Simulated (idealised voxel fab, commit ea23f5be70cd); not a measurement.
The process module presented herein is designated voxel tone inversion.
Cross-section cut: width 155 nm, square cells of 5 nm.
Square cells in a grid make up a cross-section in this document, and the grid is given as bands, listed from the top down, each one or more rows of cells. Top, bottom (nm), then materials left to right with widths (nm); lone material tagged "throughout" fills the whole band edge to edge; "air" = empty space. Counting heights begins at 0, where everything beneath is, in the wafer as received, one material. The lowest band has no bottom; it goes on downwards, as "0..down" shows. Per-row width for "30 to 40": begins at first number (top row of band), ends at second number (bottom row), increment between rows held constant. It should be understood that the words "remained unchanged", when stated for a given step, signify that the cross-section underwent no change in any of its cells during that step. "Voids, fully enclosed" means: voids of 8 cells or more that are shut off from the top with no open way through. Written width x height at distance, distance from the left edge, in nm. Post-settings text on a step line: simulator's own remark regarding the step. "overlay nm" answers the question of how far to the right of plan the mask lay on a step that has a mask, and when it is negative the answer is to the left.

Plan
1: RECEIVE with material Si
2: CONFORMAL_DEP with material SiCN, thk nm 10
3: DIRECTIONAL_DEP with material aC, thk nm 25
4: PATTERN with tone cover, mask id POSTS, material resist, width nm 20, pitch nm 40, thk nm 30, overlay nm -10
5: DIRECTIONAL_ETCH with etch materials aC, depth nm 25
6: STRIP with etch materials resist
7: FILL_DEP with material lowk, thk nm 5
8: CMP with height nm 35
9: STRIP with etch materials aC
Keep in mind the plan's value for the overlay nm of step 4 comes from the first wafer; the wafers don't share that setting, but they do share the same starting point.

First of several wafers (as received, post step 1), cross-sectional view
0..down = Si throughout
Voids, fully enclosed: none

The first of several wafers, seen in cross-section after the module's last step, step 9
35..10 = lowk 15 | air 20 | lowk 20 | air 20 | lowk 20 | air 20 | lowk 40
10..0 = SiCN throughout
0..down = Si throughout
Voids, fully enclosed: none

Final wafer cross-section at module end
35..10 = lowk 40 | air 20 | lowk 20 | air 20 | lowk 20 | air 20 | lowk 15
10..0 = SiCN throughout
0..down = Si throughout
Voids, fully enclosed: none

Below: a row per wafer. Contents at end of module: for every material, cells gained since receipt (+) or lost since receipt (-); then closed voids
overlay nm -10; +62 SiCN; +95 lowk; Voids, fully enclosed: none
overlay nm -5; +62 SiCN; +95 lowk; Voids, fully enclosed: none
overlay nm 0; +62 SiCN; +95 lowk; Voids, fully enclosed: none
overlay nm 5; +62 SiCN; +95 lowk; Voids, fully enclosed: none
overlay nm 10; +62 SiCN; +95 lowk; Voids, fully enclosed: none
overlay nm 15; +62 SiCN; +95 lowk; Voids, fully enclosed: none
